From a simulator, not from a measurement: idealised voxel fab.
The process module that follows is named voxel air gaps.
Pictured: cross-section cut, 165 nm wide, on a grid of 5 nm square cells.
Throughout this document, each cross-section is represented as a grid of square cells and is presented as a sequence of bands enumerated from the top downward, where a band comprises one or more rows of cells. The band entry comprises the height of the band's top followed by the height of its bottom, expressed in nm, and subsequently the band's materials from left to right, each stated together with its width in nm. Where a single material is marked with the word "edge to edge", that material fills the band from edge to edge. The word "blank" represents empty space. Height reference: 0 = level under which incoming wafer is all one material. Lowest band: no bottom, runs on downward, e.g. "from 0 down". A width such as "30->40" changes by the same amount from each row of cells to the next, from the band's top row to its bottom row. When a step is marked "remained the same", none of the cells in the cross-section changed during that step. In the "Voids, enclosed" entry, you get each enclosed empty space of 8 cells or more, one with no open way to the top, written width x height at distance, distance from the left edge, in nm. Text after the settings on a step's line: the simulator's own remark on that step. You can add "overlay nm" to a step's line. For a step with a mask, it describes how far the mask lay to the right of its planned position, and a negative number describes a lay to the left.
### Planned process steps
| 1 | RECEIVE [material Si] |
| 2 | CONFORMAL_DEP [material SiO2] [thk nm 15] |
| 3 | CONFORMAL_DEP [material SiCN] [thk nm 5] |
| 4 | DIRECTIONAL_DEP [material SiO2] [thk nm 30] |
| 5 | DIRECTIONAL_DEP [material aC] [thk nm 10] |
| 6 | PATTERN [tone open] [mask id LINES] [material resist] [width nm 15] [pitch nm 40] [thk nm 25] [overlay nm 0] |
| 7 | DIRECTIONAL_ETCH [etch materials aC] [depth nm 10] |
| 8 | STRIP [etch materials resist] |
| 9 | DIRECTIONAL_ETCH [etch materials SiO2] [depth nm 30] |
| 10 | STRIP [etch materials aC] |
| 11 | CONFORMAL_DEP [material TiN] [thk nm 5] |
| 12 | FILL_DEP [material W] [thk nm 10] |
| 13 | CMP [height nm 50] |
| 14 | EPI [material Ru] [thk nm 10] |
| 15 | SELECTIVE_ETCH [etch materials SiO2] [depth nm 40] |
| 16 | CONFORMAL_DEP [material SiCN] [thk nm 5] |
### First wafer out of two, processed as planned
### Cross-section of the wafer at receipt, which is the condition after step 1
* from 0 down: Si edge to edge
* Voids, enclosed: none
### After step 2, in cross-section
* from 15 to 0: SiO2 edge to edge
* No changes below 0.
### After step 3, in cross-section
* from 20 to 15: SiCN edge to edge
* No changes below 15.
### After step 4, in cross-section
* from 50 to 20: SiO2 edge to edge
* No changes below 20.
### After step 5, in cross-section
* from 60 to 50: aC edge to edge
* No changes below 50.
### After step 6, in cross-section
* from 85 to 60: resist 35 nm  blank 15 nm  resist 25 nm  blank 15 nm  resist 25 nm  blank 15 nm  resist 35 nm
* No changes below 60.
### After step 7, in cross-section
* from 75 to 60: resist 35 nm  blank 15 nm  resist 25 nm  blank 15 nm  resist 25 nm  blank 15 nm  resist 35 nm
* from 60 to 50: aC 35 nm  blank 15 nm  aC 25 nm  blank 15 nm  aC 25 nm  blank 15 nm  aC 35 nm
* No changes below 50.
### After step 8, in cross-section
* from 60 to 50: aC 35 nm  blank 15 nm  aC 25 nm  blank 15 nm  aC 25 nm  blank 15 nm  aC 35 nm
* No changes below 50.
### After step 9, in cross-section
* from 60 to 50: aC 35 nm  blank 15 nm  aC 25 nm  blank 15 nm  aC 25 nm  blank 15 nm  aC 35 nm
* from 50 to 20: SiO2 35 nm  blank 15 nm  SiO2 25 nm  blank 15 nm  SiO2 25 nm  blank 15 nm  SiO2 35 nm
* No changes below 20.
### After step 10, in cross-section
* from 50 to 20: SiO2 35 nm  blank 15 nm  SiO2 25 nm  blank 15 nm  SiO2 25 nm  blank 15 nm  SiO2 35 nm
* No changes below 20.
### After step 11, in cross-section
* from 55 to 50: TiN 40 nm  blank 5 nm  TiN 35 nm  blank 5 nm  TiN 35 nm  blank 5 nm  TiN 40 nm
* from 50 to 25: SiO2 35 nm  TiN 5 nm  blank 5 nm  TiN 5 nm  SiO2 25 nm  TiN 5 nm  blank 5 nm  TiN 5 nm  SiO2 25 nm  TiN 5 nm  blank 5 nm  TiN 5 nm  SiO2 35 nm
* from 25 to 20: SiO2 35 nm  TiN 15 nm  SiO2 25 nm  TiN 15 nm  SiO2 25 nm  TiN 15 nm  SiO2 35 nm
* No changes below 20.
### After step 12, in cross-section
* from 65 to 55: W edge to edge
* from 55 to 50: TiN 40 nm  W 5 nm  TiN 35 nm  W 5 nm  TiN 35 nm  W 5 nm  TiN 40 nm
* from 50 to 25: SiO2 35 nm  TiN 5 nm  W 5 nm  TiN 5 nm  SiO2 25 nm  TiN 5 nm  W 5 nm  TiN 5 nm  SiO2 25 nm  TiN 5 nm  W 5 nm  TiN 5 nm  SiO2 35 nm
* No changes below 25.
### After step 13, in cross-section
* from 50 to 25: SiO2 35 nm  TiN 5 nm  W 5 nm  TiN 5 nm  SiO2 25 nm  TiN 5 nm  W 5 nm  TiN 5 nm  SiO2 25 nm  TiN 5 nm  W 5 nm  TiN 5 nm  SiO2 35 nm
* No changes below 25.
### After step 14, in cross-section
* from 60 to 50: blank 25 nm  Ru 35 nm  blank 5 nm  Ru 35 nm  blank 5 nm  Ru 35 nm  blank 25 nm
* No changes below 50.
### After step 15, in cross-section
* from 60 to 50: blank 25 nm  Ru 35 nm  blank 5 nm  Ru 35 nm  blank 5 nm  Ru 35 nm  blank 25 nm
* from 50 to 25: blank 35 nm  TiN 5 nm  W 5 nm  TiN 5 nm  blank 25 nm  TiN 5 nm  W 5 nm  TiN 5 nm  blank 25 nm  TiN 5 nm  W 5 nm  TiN 5 nm  blank 35 nm
* from 25 to 20: blank 35 nm  TiN 15 nm  blank 25 nm  TiN 15 nm  blank 25 nm  TiN 15 nm  blank 35 nm
* No changes below 20.
### After step 16, in cross-section
* from 65 to 60: blank 20 nm  SiCN 125 nm  blank 20 nm
* from 60 to 50: blank 20 nm  SiCN 5 nm  Ru 35 nm  SiCN 5 nm  Ru 35 nm  SiCN 5 nm  Ru 35 nm  SiCN 5 nm  blank 20 nm
* from 50 to 45: blank 20 nm  SiCN 15 nm  TiN 5 nm  W 5 nm  TiN 5 nm  SiCN 25 nm  TiN 5 nm  W 5 nm  TiN 5 nm  SiCN 25 nm  TiN 5 nm  W 5 nm  TiN 5 nm  SiCN 15 nm  blank 20 nm
* from 45 to 25: blank 30 nm  SiCN 5 nm  TiN 5 nm  W 5 nm  TiN 5 nm  SiCN 5 nm  blank 15 nm  SiCN 5 nm  TiN 5 nm  W 5 nm  TiN 5 nm  SiCN 5 nm  blank 15 nm  SiCN 5 nm  TiN 5 nm  W 5 nm  TiN 5 nm  SiCN 5 nm  blank 30 nm
* from 25 to 20: SiCN 35 nm  TiN 15 nm  SiCN 25 nm  TiN 15 nm  SiCN 25 nm  TiN 15 nm  SiCN 35 nm
* No changes below 20.
* Voids, enclosed: 15 x 20 at 55; 15 x 20 at 95
### For the second wafer, take the first wafer's start and plan, then add one mistake made in running it; everything through step 5, that step included, is shared with the first
### The second wafer in cross-section, at the planned close of step 6
* from 85 to 60: blank 35 nm  resist 15 nm  blank 25 nm  resist 15 nm  blank 25 nm  resist 15 nm  blank 35 nm
* No changes below 60.
### The second wafer in cross-section, at the planned close of step 7
* from 75 to 60: blank 35 nm  resist 15 nm  blank 25 nm  resist 15 nm  blank 25 nm  resist 15 nm  blank 35 nm
* from 60 to 50: blank 35 nm  aC 15 nm  blank 25 nm  aC 15 nm  blank 25 nm  aC 15 nm  blank 35 nm
* No changes below 50.
### The second wafer in cross-section, at the planned close of step 8
* from 60 to 50: blank 35 nm  aC 15 nm  blank 25 nm  aC 15 nm  blank 25 nm  aC 15 nm  blank 35 nm
* No changes below 50.
### The second wafer in cross-section, at the planned close of step 9
* from 60 to 50: blank 35 nm  aC 15 nm  blank 25 nm  aC 15 nm  blank 25 nm  aC 15 nm  blank 35 nm
* from 50 to 20: blank 35 nm  SiO2 15 nm  blank 25 nm  SiO2 15 nm  blank 25 nm  SiO2 15 nm  blank 35 nm
* No changes below 20.
### The second wafer in cross-section, at the planned close of step 10
* from 50 to 20: blank 35 nm  SiO2 15 nm  blank 25 nm  SiO2 15 nm  blank 25 nm  SiO2 15 nm  blank 35 nm
* No changes below 20.
### The second wafer in cross-section, at the planned close of step 11
* from 55 to 50: blank 30 nm  TiN 25 nm  blank 15 nm  TiN 25 nm  blank 15 nm  TiN 25 nm  blank 30 nm
* from 50 to 25: blank 30 nm  TiN 5 nm  SiO2 15 nm  TiN 5 nm  blank 15 nm  TiN 5 nm  SiO2 15 nm  TiN 5 nm  blank 15 nm  TiN 5 nm  SiO2 15 nm  TiN 5 nm  blank 30 nm
* from 25 to 20: TiN 35 nm  SiO2 15 nm  TiN 25 nm  SiO2 15 nm  TiN 25 nm  SiO2 15 nm  TiN 35 nm
* No changes below 20.
### The second wafer in cross-section, at the planned close of step 12
* from 65 to 55: W edge to edge
* from 55 to 50: W 30 nm  TiN 25 nm  W 15 nm  TiN 25 nm  W 15 nm  TiN 25 nm  W 30 nm
* from 50 to 25: W 30 nm  TiN 5 nm  SiO2 15 nm  TiN 5 nm  W 15 nm  TiN 5 nm  SiO2 15 nm  TiN 5 nm  W 15 nm  TiN 5 nm  SiO2 15 nm  TiN 5 nm  W 30 nm
* No changes below 25.
### The second wafer in cross-section, at the planned close of step 13
* from 50 to 25: W 30 nm  TiN 5 nm  SiO2 15 nm  TiN 5 nm  W 15 nm  TiN 5 nm  SiO2 15 nm  TiN 5 nm  W 15 nm  TiN 5 nm  SiO2 15 nm  TiN 5 nm  W 30 nm
* No changes below 25.
### The second wafer in cross-section, at the planned close of step 14
* from 60 to 50: Ru edge to edge
* No changes below 50.
The second wafer in cross-section, at the planned close of step 15: remained the same
### The second wafer in cross-section, at the planned close of step 16
* from 65 to 60: SiCN edge to edge
* No changes below 60.
Which mistake was made when the wafer was run? step 6 ran as: PATTERN [tone cover] [mask id LINES] [material resist] [width nm 15] [pitch nm 40] [thk nm 25] [overlay nm 0]
Materials where the second wafer ends with more or fewer cells than the first: Ru: 24 more, SiCN: 64 fewer, SiO2: 54 more, TiN: 15 more, W: 75 more
Final closed voids: first wafer 2, second wafer 0.
